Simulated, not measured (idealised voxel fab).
Proc. module: voxel fin reveal
The width of the displayed cross-section, cut, is 260 nm; its cells are square, with a size of 5 nm.
When this document writes out a cross-section, it uses a grid of square cells and lists it as bands, beginning at the top and moving down, with a band standing for one or more rows of cells.
A band entry consists of two parts. The first gives the height of the band's top and the height of its bottom, in nm. The rest lists the band's materials from left to right, each with its width in nm. A single material labelled with the word "throughout" fills the band from edge to edge, and the word "blank" marks empty space.
All heights in this document are referenced to 0, defined as the level beneath which the wafer, as received, consists entirely of one material. The lowest band is not bounded below; it extends indefinitely downward and is written in the form "from 0 down".
Per-row width for "30->40": begins at first number (top row of band), ends at second number (bottom row), increment between rows held constant.
Key: "no change" - step with no changed cell in the cross-section.
Any empty space of 8 cells or more lacking an open way to the top shows up in "Unvented cavities" as width x height at distance, distance from the left edge, in nm.
Formally, on a step line, whatever follows the settings is a remark that the simulator itself makes on the step.
overlay nm: on a step with a mask, how far right of its planned place the mask lay; negative means left.
So here's the lineup of process steps we planned
1. RECEIVE (material Si)
2. CONFORMAL_DEP (material SiN; thk nm 5)
3. PATTERN (tone cover; mask id FINS; material resist; width nm 15; pitch nm 40; thk nm 20; overlay nm 0)
4. DIRECTIONAL_ETCH (etch materials SiN; depth nm 5)
5. DIRECTIONAL_ETCH (etch materials Si; depth nm 30)
6. STRIP (etch materials resist)
7. OXIDIZE (depth nm 5)
8. FILL_DEP (material SiO2; thk nm 15)
9. CMP (height nm 5)
10. SELECTIVE_ETCH (etch materials SiO2; depth nm 15)
11. STRIP (etch materials SiN)
12. CONFORMAL_DEP (material HfO2; thk nm 5)
First wafer out of two, processed as planned
Wafer at receipt (post step 1), cross-section
  from 0 down = Si throughout
  Unvented cavities: none
Upon completion of step 2, the wafer appears in cross-section as shown
  from 5 to 0 = SiN throughout
  Note: structure below 0 unchanged.
Upon completion of step 3, the wafer appears in cross-section as shown
  from 25 to 5 = blank=80  resist=15  blank=25  resist=15  blank=25  resist=15  blank=85
  Note: structure below 5 unchanged.
Upon completion of step 4, the wafer appears in cross-section as shown
  from 25 to 5 = blank=80  resist=15  blank=25  resist=15  blank=25  resist=15  blank=85
  from 5 to 0 = blank=80  SiN=15  blank=25  SiN=15  blank=25  SiN=15  blank=85
  Note: structure below 0 unchanged.
Upon completion of step 5, the wafer appears in cross-section as shown
  from 25 to 5 = blank=80  resist=15  blank=25  resist=15  blank=25  resist=15  blank=85
  from 5 to 0 = blank=80  SiN=15  blank=25  SiN=15  blank=25  SiN=15  blank=85
  from 0 to -30 = blank=80  Si=15  blank=25  Si=15  blank=25  Si=15  blank=85
  Note: structure below -30 unchanged.
Upon completion of step 6, the wafer appears in cross-section as shown
  from 5 to 0 = blank=80  SiN=15  blank=25  SiN=15  blank=25  SiN=15  blank=85
  Note: structure below 0 unchanged.
Upon completion of step 7, the wafer appears in cross-section as shown
  from 5 to 0 = blank=80  SiN=15  blank=25  SiN=15  blank=25  SiN=15  blank=85
  from 0 to -30 = blank=80  SiO2=5  Si=5  SiO2=5  blank=25  SiO2=5  Si=5  SiO2=5  blank=25  SiO2=5  Si=5  SiO2=5  blank=85
  from -30 to -35 = SiO2=85  Si=5  SiO2=35  Si=5  SiO2=35  Si=5  SiO2=90
  Note: structure below -35 unchanged.
Upon completion of step 8, the wafer appears in cross-section as shown
  from 20 to 5 = SiO2 throughout
  from 5 to 0 = SiO2=80  SiN=15  SiO2=25  SiN=15  SiO2=25  SiN=15  SiO2=85
  from 0 to -35 = SiO2=85  Si=5  SiO2=35  Si=5  SiO2=35  Si=5  SiO2=90
  Note: structure below -35 unchanged.
Upon completion of step 9, the wafer appears in cross-section as shown
  from 5 to 0 = SiO2=80  SiN=15  SiO2=25  SiN=15  SiO2=25  SiN=15  SiO2=85
  Note: structure below 0 unchanged.
Upon completion of step 10, the wafer appears in cross-section as shown
  from 5 to 0 = blank=80  SiN=15  blank=25  SiN=15  blank=25  SiN=15  blank=85
  from 0 to -10 = blank=85  Si=5  blank=35  Si=5  blank=35  Si=5  blank=90
  Note: structure below -10 unchanged.
Upon completion of step 11, the wafer appears in cross-section as shown
  from 0 to -10 = blank=85  Si=5  blank=35  Si=5  blank=35  Si=5  blank=90
  Note: structure below -10 unchanged.
Upon completion of step 12, the wafer appears in cross-section as shown
  from 5 to 0 = blank=80  HfO2=15  blank=25  HfO2=15  blank=25  HfO2=15  blank=85
  from 0 to -5 = blank=80  HfO2=5  Si=5  HfO2=5  blank=25  HfO2=5  Si=5  HfO2=5  blank=25  HfO2=5  Si=5  HfO2=5  blank=85
  from -5 to -10 = HfO2=85  Si=5  HfO2=35  Si=5  HfO2=35  Si=5  HfO2=90
  Note: structure below -10 unchanged.
Wafer two: like wafer one in start and plan, but with one mistake in execution; identical up to and including step 11
Cross-section of the second wafer at the time step 12 of the plan should have ended
  from 5 to 0 = blank=80  SiN=15  blank=25  SiN=15  blank=25  SiN=15  blank=85
  from 0 to -5 = blank=80  SiN=5  Si=5  SiN=5  blank=25  SiN=5  Si=5  SiN=5  blank=25  SiN=5  Si=5  SiN=5  blank=85
  from -5 to -10 = SiN=85  Si=5  SiN=35  Si=5  SiN=35  Si=5  SiN=90
  Note: structure below -10 unchanged.
Diagnosis: step 12: run off-plan, actual operation and settings CONFORMAL_DEP (material SiN; thk nm 5)
Heads up, by the end the second wafer has more or fewer cells of some materials compared to the first: HfO2 -64; SiN +64
